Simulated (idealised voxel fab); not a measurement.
Herein follows the process module entitled voxel transistor to metal.
Xsec cut, 210 nm wide, square cell size 5 nm.
Format of a cross-section: grid, square cells. Given as bands. Order: top down. Band: one or more rows of cells. What a band's entry tells you: where the top is and where the bottom is, as heights in nm, and after that what lies inside, material by material from left to right, each with its width in nm. Empty space is written as the word "air", and a single material marked with the word "edge to edge" occupies the band from edge to edge. Basically, 0 is our baseline, since under it the wafer straight out of the box is all one material. The bottom band has no lower end and keeps on going down, so it looks like "0..down". It should be noted that a width expressed as "30->40" varies in equal increments from row to row of cells within the band, taking the value of the first number at the top row and that of the second number at the bottom row. For the purposes of this document, the phrase "nothing changed" attached to a step denotes that no cell within the cross-section was modified by that step. Entry "Enclosed void listing" = empty spaces >= 8 cells with no open way to the top; each as width x height at distance, distance from left edge, all nm. after a step's settings: what the simulator itself notes on the step. "overlay nm", when on a step's line for a step with a mask, measures how far to the right of its planned place the mask lay; a negative measure means to the left.

Steps in the process plan:
1) RECEIVE | material Si
2) OXIDIZE | depth nm 5
3) CONFORMAL_DEP | material SiN | thk nm 10
4) MASKED_ETCH | tone cover | mask id ACTIVE | width nm 110 | etch materials SiN | depth nm 10 | overlay nm 0
5) MASKED_ETCH | tone cover | mask id ACTIVE | width nm 110 | etch materials SiO2 | depth nm 5 | overlay nm 0
6) MASKED_ETCH | tone cover | mask id ACTIVE | width nm 110 | etch materials Si | depth nm 20 | overlay nm 0
7) FILL_DEP | material SiO2 | thk nm 10
8) CMP | height nm 10
9) SELECTIVE_ETCH | etch materials SiO2 | depth nm 10
10) STRIP | etch materials SiN
11) SELECTIVE_ETCH | etch materials SiO2 | depth nm 5
12) OXIDIZE | depth nm 5
13) DIRECTIONAL_DEP | material polySi | thk nm 20
14) DIRECTIONAL_DEP | material SiCN | thk nm 15
15) DIRECTIONAL_DEP | material aC | thk nm 10
16) PATTERN | tone cover | mask id GATE | material resist | width nm 30 | thk nm 25 | overlay nm 0
17) DIRECTIONAL_ETCH | etch materials aC | depth nm 10
18) STRIP | etch materials resist
19) DIRECTIONAL_ETCH | etch materials SiCN | depth nm 25
20) DIRECTIONAL_ETCH | etch materials polySi | depth nm 30
21) STRIP | etch materials aC
22) CONFORMAL_DEP | material SiN | thk nm 10
23) DIRECTIONAL_ETCH | etch materials SiN | depth nm 10
24) DIRECTIONAL_ETCH | etch materials SiO2 | depth nm 5
25) DIRECTIONAL_ETCH | etch materials Si | depth nm 15
26) EPI | material nSi | thk nm 20
27) FILL_DEP | material SiO2 | thk nm 10
28) CMP | height nm 15
29) STRIP | etch materials polySi
30) SELECTIVE_ETCH | etch materials SiO2 | depth nm 5
31) CONFORMAL_DEP | material HfO2 | thk nm 5
32) CONFORMAL_DEP | material TiN | thk nm 5
33) FILL_DEP | material W | thk nm 10
34) CMP | height nm 10
35) DIRECTIONAL_DEP | material SiO2 | thk nm 10
36) DIRECTIONAL_DEP | material aC | thk nm 15
37) PATTERN | tone open | mask id CONTACT | material resist | width nm 15 | pitch nm 75 | thk nm 35 | overlay nm 0
38) DIRECTIONAL_ETCH | etch materials aC | depth nm 15
39) STRIP | etch materials resist
40) DIRECTIONAL_ETCH | etch materials SiO2 | depth nm 10
41) STRIP | etch materials aC
42) CONFORMAL_DEP | material TiN | thk nm 5
43) FILL_DEP | material Ru | thk nm 10
44) CMP | height nm 20
45) CONFORMAL_DEP | material SiCN | thk nm 5
46) DIRECTIONAL_DEP | material SiO2 | thk nm 15
47) PATTERN | tone open | mask id METAL_1 | material resist | width nm 15 | pitch nm 75 | thk nm 20 | overlay nm 0
48) DIRECTIONAL_ETCH | etch materials SiO2 | depth nm 15
49) DIRECTIONAL_ETCH | etch materials SiCN | depth nm 5
50) STRIP | etch materials resist
51) CONFORMAL_DEP | material TiN | thk nm 5
52) FILL_DEP | material Ru | thk nm 10
53) CMP | height nm 40
54) CONFORMAL_DEP | material SiN | thk nm 5

The first of two wafers, run as planned:

Received-state cross-section, reflecting completion of step 1:
  0..down | Si edge to edge
  Enclosed void listing: none

Cross-section of the wafer after step 2:
  0..-5 | SiO2 edge to edge
  Heights below -5 show no change.

Cross-section of the wafer after step 3:
  10..0 | SiN edge to edge
  Heights below 0 show no change.

Cross-section of the wafer after step 4:
  10..0 | air=50  SiN=110  air=50
  Heights below 0 show no change.

Cross-section of the wafer after step 5:
  10..0 | air=50  SiN=110  air=50
  0..-5 | air=50  SiO2=110  air=50
  Heights below -5 show no change.

Cross-section of the wafer after step 6:
  10..0 | air=50  SiN=110  air=50
  0..-5 | air=50  SiO2=110  air=50
  -5..-25 | air=50  Si=110  air=50
  Heights below -25 show no change.

Cross-section of the wafer after step 7:
  20..10 | SiO2 edge to edge
  10..0 | SiO2=50  SiN=110  SiO2=50
  0..-5 | SiO2 edge to edge
  -5..-25 | SiO2=50  Si=110  SiO2=50
  Heights below -25 show no change.

Cross-section of the wafer after step 8:
  10..0 | SiO2=50  SiN=110  SiO2=50
  Heights below 0 show no change.

Cross-section of the wafer after step 9:
  10..0 | air=50  SiN=110  air=50
  Heights below 0 show no change.

Cross-section of the wafer after step 10:
  0..-5 | SiO2 edge to edge
  Heights below -5 show no change.

Cross-section of the wafer after step 11:
  -5..-25 | SiO2=50  Si=110  SiO2=50
  Heights below -25 show no change.

Cross-section of the wafer after step 12:
  -5..-10 | SiO2 edge to edge
  Heights below -10 show no change.

Cross-section of the wafer after step 13:
  15..-5 | polySi edge to edge
  Heights below -5 show no change.

Cross-section of the wafer after step 14:
  30..15 | SiCN edge to edge
  Heights below 15 show no change.

Cross-section of the wafer after step 15:
  40..30 | aC edge to edge
  Heights below 30 show no change.

Cross-section of the wafer after step 16:
  65..40 | air=90  resist=30  air=90
  Heights below 40 show no change.

Cross-section of the wafer after step 17:
  55..40 | air=90  resist=30  air=90
  40..30 | air=90  aC=30  air=90
  Heights below 30 show no change.

Cross-section of the wafer after step 18:
  40..30 | air=90  aC=30  air=90
  Heights below 30 show no change.

Cross-section of the wafer after step 19:
  40..30 | air=90  aC=30  air=90
  30..15 | air=90  SiCN=30  air=90
  Heights below 15 show no change.

Cross-section of the wafer after step 20:
  40..30 | air=90  aC=30  air=90
  30..15 | air=90  SiCN=30  air=90
  15..-5 | air=90  polySi=30  air=90
  Heights below -5 show no change.

Cross-section of the wafer after step 21:
  30..15 | air=90  SiCN=30  air=90
  Heights below 15 show no change.

Cross-section of the wafer after step 22:
  40..30 | air=80  SiN=50  air=80
  30..15 | air=80  SiN=10  SiCN=30  SiN=10  air=80
  15..5 | air=80  SiN=10  polySi=30  SiN=10  air=80
  5..-5 | SiN=90  polySi=30  SiN=90
  Heights below -5 show no change.

Cross-section of the wafer after step 23:
  30..15 | air=80  SiN=10  SiCN=30  SiN=10  air=80
  15..-5 | air=80  SiN=10  polySi=30  SiN=10  air=80
  Heights below -5 show no change.

Cross-section of the wafer after step 24:
  30..15 | air=80  SiN=10  SiCN=30  SiN=10  air=80
  15..-5 | air=80  SiN=10  polySi=30  SiN=10  air=80
  -5..-10 | air=80  SiO2=50  air=80
  Heights below -10 show no change.

Cross-section of the wafer after step 25:
  30..15 | air=80  SiN=10  SiCN=30  SiN=10  air=80
  15..-5 | air=80  SiN=10  polySi=30  SiN=10  air=80
  -5..-10 | air=80  SiO2=50  air=80
  -10..-25 | SiO2=50  air=30  Si=50  air=30  SiO2=50
  Heights below -25 show no change.

Cross-section of the wafer after step 26:
  30..15 | air=80  SiN=10  SiCN=30  SiN=10  air=80
  15..10 | air=80  SiN=10  polySi=30  SiN=10  air=80
  10..-5 | air=60  nSi=20  SiN=10  polySi=30  SiN=10  nSi=20  air=60
  -5..-10 | air=45  nSi=35  SiO2=50  nSi=35  air=45
  -10..-25 | SiO2=50  nSi=30  Si=50  nSi=30  SiO2=50
  Heights below -25 show no change.

Cross-section of the wafer after step 27:
  40..30 | SiO2 edge to edge
  30..15 | SiO2=80  SiN=10  SiCN=30  SiN=10  SiO2=80
  15..10 | SiO2=80  SiN=10  polySi=30  SiN=10  SiO2=80
  10..-5 | SiO2=60  nSi=20  SiN=10  polySi=30  SiN=10  nSi=20  SiO2=60
  -5..-10 | SiO2=45  nSi=35  SiO2=50  nSi=35  SiO2=45
  Heights below -10 show no change.

Cross-section of the wafer after step 28:
  15..10 | SiO2=80  SiN=10  polySi=30  SiN=10  SiO2=80
  Heights below 10 show no change.

Cross-section of the wafer after step 29:
  15..10 | SiO2=80  SiN=10  air=30  SiN=10  SiO2=80
  10..-5 | SiO2=60  nSi=20  SiN=10  air=30  SiN=10  nSi=20  SiO2=60
  Heights below -5 show no change.

Cross-section of the wafer after step 30:
  15..10 | air=80  SiN=10  air=30  SiN=10  air=80
  10..-5 | SiO2=60  nSi=20  SiN=10  air=30  SiN=10  nSi=20  SiO2=60
  -5..-10 | SiO2=45  nSi=35  SiO2=5  air=40  SiO2=5  nSi=35  SiO2=45
  Heights below -10 show no change.

Cross-section of the wafer after step 31:
  20..15 | air=75  HfO2=20  air=20  HfO2=20  air=75
  15..10 | HfO2=80  SiN=10  HfO2=5  air=20  HfO2=5  SiN=10  HfO2=80
  10..-5 | SiO2=60  nSi=20  SiN=10  HfO2=5  air=20  HfO2=5  SiN=10  nSi=20  SiO2=60
  -5..-10 | SiO2=45  nSi=35  SiO2=5  HfO2=40  SiO2=5  nSi=35  SiO2=45
  Heights below -10 show no change.

Cross-section of the wafer after step 32:
  25..20 | air=70  TiN=30  air=10  TiN=30  air=70
  20..15 | TiN=75  HfO2=20  TiN=5  air=10  TiN=5  HfO2=20  TiN=75
  15..10 | HfO2=80  SiN=10  HfO2=5  TiN=5  air=10  TiN=5  HfO2=5  SiN=10  HfO2=80
  10..0 | SiO2=60  nSi=20  SiN=10  HfO2=5  TiN=5  air=10  TiN=5  HfO2=5  SiN=10  nSi=20  SiO2=60
  0..-5 | SiO2=60  nSi=20  SiN=10  HfO2=5  TiN=20  HfO2=5  SiN=10  nSi=20  SiO2=60
  Heights below -5 show no change.

Cross-section of the wafer after step 33:
  35..25 | W edge to edge
  25..20 | W=70  TiN=30  W=10  TiN=30  W=70
  20..15 | TiN=75  HfO2=20  TiN=5  W=10  TiN=5  HfO2=20  TiN=75
  15..10 | HfO2=80  SiN=10  HfO2=5  TiN=5  W=10  TiN=5  HfO2=5  SiN=10  HfO2=80
  10..0 | SiO2=60  nSi=20  SiN=10  HfO2=5  TiN=5  W=10  TiN=5  HfO2=5  SiN=10  nSi=20  SiO2=60
  Heights below 0 show no change.

Cross-section of the wafer after step 34:
  10..0 | SiO2=60  nSi=20  SiN=10  HfO2=5  TiN=5  W=10  TiN=5  HfO2=5  SiN=10  nSi=20  SiO2=60
  Heights below 0 show no change.

Cross-section of the wafer after step 35:
  20..10 | SiO2 edge to edge
  Heights below 10 show no change.

Cross-section of the wafer after step 36:
  35..20 | aC edge to edge
  Heights below 20 show no change.

Cross-section of the wafer after step 37:
  70..35 | resist=60  air=15  resist=60  air=15  resist=60
  Heights below 35 show no change.

Cross-section of the wafer after step 38:
  55..35 | resist=60  air=15  resist=60  air=15  resist=60
  35..20 | aC=60  air=15  aC=60  air=15  aC=60
  Heights below 20 show no change.

Cross-section of the wafer after step 39:
  35..20 | aC=60  air=15  aC=60  air=15  aC=60
  Heights below 20 show no change.

Cross-section of the wafer after step 40:
  35..20 | aC=60  air=15  aC=60  air=15  aC=60
  20..10 | SiO2=60  air=15  SiO2=60  air=15  SiO2=60
  Heights below 10 show no change.

Cross-section of the wafer after step 41:
  20..10 | SiO2=60  air=15  SiO2=60  air=15  SiO2=60
  Heights below 10 show no change.

Cross-section of the wafer after step 42:
  25..20 | TiN=65  air=5  TiN=70  air=5  TiN=65
  20..15 | SiO2=60  TiN=5  air=5  TiN=5  SiO2=60  TiN=5  air=5  TiN=5  SiO2=60
  15..10 | SiO2=60  TiN=15  SiO2=60  TiN=15  SiO2=60
  Heights below 10 show no change.

Cross-section of the wafer after step 43:
  35..25 | Ru edge to edge
  25..20 | TiN=65  Ru=5  TiN=70  Ru=5  TiN=65
  20..15 | SiO2=60  TiN=5  Ru=5  TiN=5  SiO2=60  TiN=5  Ru=5  TiN=5  SiO2=60
  Heights below 15 show no change.

Cross-section of the wafer after step 44:
  20..15 | SiO2=60  TiN=5  Ru=5  TiN=5  SiO2=60  TiN=5  Ru=5  TiN=5  SiO2=60
  Heights below 15 show no change.

Cross-section of the wafer after step 45:
  25..20 | SiCN edge to edge
  Heights below 20 show no change.

Cross-section of the wafer after step 46:
  40..25 | SiO2 edge to edge
  Heights below 25 show no change.

Cross-section of the wafer after step 47:
  60..40 | resist=60  air=15  resist=60  air=15  resist=60
  Heights below 40 show no change.

Cross-section of the wafer after step 48:
  60..40 | resist=60  air=15  resist=60  air=15  resist=60
  40..25 | SiO2=60  air=15  SiO2=60  air=15  SiO2=60
  Heights below 25 show no change.

Cross-section of the wafer after step 49:
  60..40 | resist=60  air=15  resist=60  air=15  resist=60
  40..25 | SiO2=60  air=15  SiO2=60  air=15  SiO2=60
  25..20 | SiCN=60  air=15  SiCN=60  air=15  SiCN=60
  Heights below 20 show no change.

Cross-section of the wafer after step 50:
  40..25 | SiO2=60  air=15  SiO2=60  air=15  SiO2=60
  Heights below 25 show no change.

Cross-section of the wafer after step 51:
  45..40 | TiN=65  air=5  TiN=70  air=5  TiN=65
  40..25 | SiO2=60  TiN=5  air=5  TiN=5  SiO2=60  TiN=5  air=5  TiN=5  SiO2=60
  25..20 | SiCN=60  TiN=15  SiCN=60  TiN=15  SiCN=60
  Heights below 20 show no change.

Cross-section of the wafer after step 52:
  55..45 | Ru edge to edge
  45..40 | TiN=65  Ru=5  TiN=70  Ru=5  TiN=65
  40..25 | SiO2=60  TiN=5  Ru=5  TiN=5  SiO2=60  TiN=5  Ru=5  TiN=5  SiO2=60
  Heights below 25 show no change.

Cross-section of the wafer after step 53:
  40..25 | SiO2=60  TiN=5  Ru=5  TiN=5  SiO2=60  TiN=5  Ru=5  TiN=5  SiO2=60
  Heights below 25 show no change.

Cross-section of the wafer after step 54:
  45..40 | SiN edge to edge
  Heights below 40 show no change.

Now the other wafer: same start, same recipe, but we messed up one thing when running it. Up to and including step 24 it's the same as the first one:

Second wafer cross-section, taken as of the time the plan sets for step 25 to be done:
  30..15 | air=80  SiN=10  SiCN=30  SiN=10  air=80
  15..-5 | air=80  SiN=10  polySi=30  SiN=10  air=80
  -5..-10 | air=80  SiO2=50  air=80
  -10..-25 | SiO2=50  air=30  Si=50  air=30  SiO2=50
  -25..-40 | Si=50  air=30  Si=50  air=30  Si=50
  Heights below -40 show no change.

Second wafer cross-section, taken as of the time the plan sets for step 26 to be done:
  30..15 | air=80  SiN=10  SiCN=30  SiN=10  air=80
  15..10 | air=80  SiN=10  polySi=30  SiN=10  air=80
  10..-5 | air=60  nSi=20  SiN=10  polySi=30  SiN=10  nSi=20  air=60
  -5..-10 | air=45  nSi=35  SiO2=50  nSi=35  air=45
  -10..-25 | SiO2=50  nSi=30  Si=50  nSi=30  SiO2=50
  -25..-40 | Si=50  nSi=30  Si=50  nSi=30  Si=50
  Heights below -40 show no change.

Second wafer cross-section, taken as of the time the plan sets for step 27 to be done:
  40..30 | SiO2 edge to edge
  30..15 | SiO2=80  SiN=10  SiCN=30  SiN=10  SiO2=80
  15..10 | SiO2=80  SiN=10  polySi=30  SiN=10  SiO2=80
  10..-5 | SiO2=60  nSi=20  SiN=10  polySi=30  SiN=10  nSi=20  SiO2=60
  -5..-10 | SiO2=45  nSi=35  SiO2=50  nSi=35  SiO2=45
  Heights below -10 show no change.

Second wafer cross-section, taken as of the time the plan sets for step 28 to be done:
  15..10 | SiO2=80  SiN=10  polySi=30  SiN=10  SiO2=80
  Heights below 10 show no change.

Second wafer cross-section, taken as of the time the plan sets for step 29 to be done:
  15..10 | SiO2=80  SiN=10  air=30  SiN=10  SiO2=80
  10..-5 | SiO2=60  nSi=20  SiN=10  air=30  SiN=10  nSi=20  SiO2=60
  Heights below -5 show no change.

Second wafer cross-section, taken as of the time the plan sets for step 30 to be done:
  15..10 | air=80  SiN=10  air=30  SiN=10  air=80
  10..-5 | SiO2=60  nSi=20  SiN=10  air=30  SiN=10  nSi=20  SiO2=60
  -5..-10 | SiO2=45  nSi=35  SiO2=5  air=40  SiO2=5  nSi=35  SiO2=45
  Heights below -10 show no change.

Second wafer cross-section, taken as of the time the plan sets for step 31 to be done:
  20..15 | air=75  HfO2=20  air=20  HfO2=20  air=75
  15..10 | HfO2=80  SiN=10  HfO2=5  air=20  HfO2=5  SiN=10  HfO2=80
  10..-5 | SiO2=60  nSi=20  SiN=10  HfO2=5  air=20  HfO2=5  SiN=10  nSi=20  SiO2=60
  -5..-10 | SiO2=45  nSi=35  SiO2=5  HfO2=40  SiO2=5  nSi=35  SiO2=45
  Heights below -10 show no change.

Second wafer cross-section, taken as of the time the plan sets for step 32 to be done:
  25..20 | air=70  TiN=30  air=10  TiN=30  air=70
  20..15 | TiN=75  HfO2=20  TiN=5  air=10  TiN=5  HfO2=20  TiN=75
  15..10 | HfO2=80  SiN=10  HfO2=5  TiN=5  air=10  TiN=5  HfO2=5  SiN=10  HfO2=80
  10..0 | SiO2=60  nSi=20  SiN=10  HfO2=5  TiN=5  air=10  TiN=5  HfO2=5  SiN=10  nSi=20  SiO2=60
  0..-5 | SiO2=60  nSi=20  SiN=10  HfO2=5  TiN=20  HfO2=5  SiN=10  nSi=20  SiO2=60
  Heights below -5 show no change.

Second wafer cross-section, taken as of the time the plan sets for step 33 to be done:
  35..25 | W edge to edge
  25..20 | W=70  TiN=30  W=10  TiN=30  W=70
  20..15 | TiN=75  HfO2=20  TiN=5  W=10  TiN=5  HfO2=20  TiN=75
  15..10 | HfO2=80  SiN=10  HfO2=5  TiN=5  W=10  TiN=5  HfO2=5  SiN=10  HfO2=80
  10..0 | SiO2=60  nSi=20  SiN=10  HfO2=5  TiN=5  W=10  TiN=5  HfO2=5  SiN=10  nSi=20  SiO2=60
  Heights below 0 show no change.

Second wafer cross-section, taken as of the time the plan sets for step 34 to be done:
  10..0 | SiO2=60  nSi=20  SiN=10  HfO2=5  TiN=5  W=10  TiN=5  HfO2=5  SiN=10  nSi=20  SiO2=60
  Heights below 0 show no change.

Second wafer cross-section, taken as of the time the plan sets for step 35 to be done:
  20..10 | SiO2 edge to edge
  Heights below 10 show no change.

Second wafer cross-section, taken as of the time the plan sets for step 36 to be done:
  35..20 | aC edge to edge
  Heights below 20 show no change.

Second wafer cross-section, taken as of the time the plan sets for step 37 to be done:
  70..35 | resist=60  air=15  resist=60  air=15  resist=60
  Heights below 35 show no change.

Second wafer cross-section, taken as of the time the plan sets for step 38 to be done:
  55..35 | resist=60  air=15  resist=60  air=15  resist=60
  35..20 | aC=60  air=15  aC=60  air=15  aC=60
  Heights below 20 show no change.

Second wafer cross-section, taken as of the time the plan sets for step 39 to be done:
  35..20 | aC=60  air=15  aC=60  air=15  aC=60
  Heights below 20 show no change.

Second wafer cross-section, taken as of the time the plan sets for step 40 to be done:
  35..20 | aC=60  air=15  aC=60  air=15  aC=60
  20..10 | SiO2=60  air=15  SiO2=60  air=15  SiO2=60
  Heights below 10 show no change.

Second wafer cross-section, taken as of the time the plan sets for step 41 to be done:
  20..10 | SiO2=60  air=15  SiO2=60  air=15  SiO2=60
  Heights below 10 show no change.

Second wafer cross-section, taken as of the time the plan sets for step 42 to be done:
  25..20 | TiN=65  air=5  TiN=70  air=5  TiN=65
  20..15 | SiO2=60  TiN=5  air=5  TiN=5  SiO2=60  TiN=5  air=5  TiN=5  SiO2=60
  15..10 | SiO2=60  TiN=15  SiO2=60  TiN=15  SiO2=60
  Heights below 10 show no change.

Second wafer cross-section, taken as of the time the plan sets for step 43 to be done:
  35..25 | Ru edge to edge
  25..20 | TiN=65  Ru=5  TiN=70  Ru=5  TiN=65
  20..15 | SiO2=60  TiN=5  Ru=5  TiN=5  SiO2=60  TiN=5  Ru=5  TiN=5  SiO2=60
  Heights below 15 show no change.

Second wafer cross-section, taken as of the time the plan sets for step 44 to be done:
  20..15 | SiO2=60  TiN=5  Ru=5  TiN=5  SiO2=60  TiN=5  Ru=5  TiN=5  SiO2=60
  Heights below 15 show no change.

Second wafer cross-section, taken as of the time the plan sets for step 45 to be done:
  25..20 | SiCN edge to edge
  Heights below 20 show no change.

Second wafer cross-section, taken as of the time the plan sets for step 46 to be done:
  40..25 | SiO2 edge to edge
  Heights below 25 show no change.

Second wafer cross-section, taken as of the time the plan sets for step 47 to be done:
  60..40 | resist=60  air=15  resist=60  air=15  resist=60
  Heights below 40 show no change.

Second wafer cross-section, taken as of the time the plan sets for step 48 to be done:
  60..40 | resist=60  air=15  resist=60  air=15  resist=60
  40..25 | SiO2=60  air=15  SiO2=60  air=15  SiO2=60
  Heights below 25 show no change.

Second wafer cross-section, taken as of the time the plan sets for step 49 to be done:
  60..40 | resist=60  air=15  resist=60  air=15  resist=60
  40..25 | SiO2=60  air=15  SiO2=60  air=15  SiO2=60
  25..20 | SiCN=60  air=15  SiCN=60  air=15  SiCN=60
  Heights below 20 show no change.

Second wafer cross-section, taken as of the time the plan sets for step 50 to be done:
  40..25 | SiO2=60  air=15  SiO2=60  air=15  SiO2=60
  Heights below 25 show no change.

Second wafer cross-section, taken as of the time the plan sets for step 51 to be done:
  45..40 | TiN=65  air=5  TiN=70  air=5  TiN=65
  40..25 | SiO2=60  TiN=5  air=5  TiN=5  SiO2=60  TiN=5  air=5  TiN=5  SiO2=60
  25..20 | SiCN=60  TiN=15  SiCN=60  TiN=15  SiCN=60
  Heights below 20 show no change.

Second wafer cross-section, taken as of the time the plan sets for step 52 to be done:
  55..45 | Ru edge to edge
  45..40 | TiN=65  Ru=5  TiN=70  Ru=5  TiN=65
  40..25 | SiO2=60  TiN=5  Ru=5  TiN=5  SiO2=60  TiN=5  Ru=5  TiN=5  SiO2=60
  Heights below 25 show no change.

Second wafer cross-section, taken as of the time the plan sets for step 53 to be done:
  40..25 | SiO2=60  TiN=5  Ru=5  TiN=5  SiO2=60  TiN=5  Ru=5  TiN=5  SiO2=60
  Heights below 25 show no change.

Second wafer cross-section, taken as of the time the plan sets for step 54 to be done:
  45..40 | SiN edge to edge
  Heights below 40 show no change.
Run error: step 25 of the plan was executed twice over
FYI, end of process, the second wafer has more or fewer cells of some materials than the first: Si -36; nSi +36
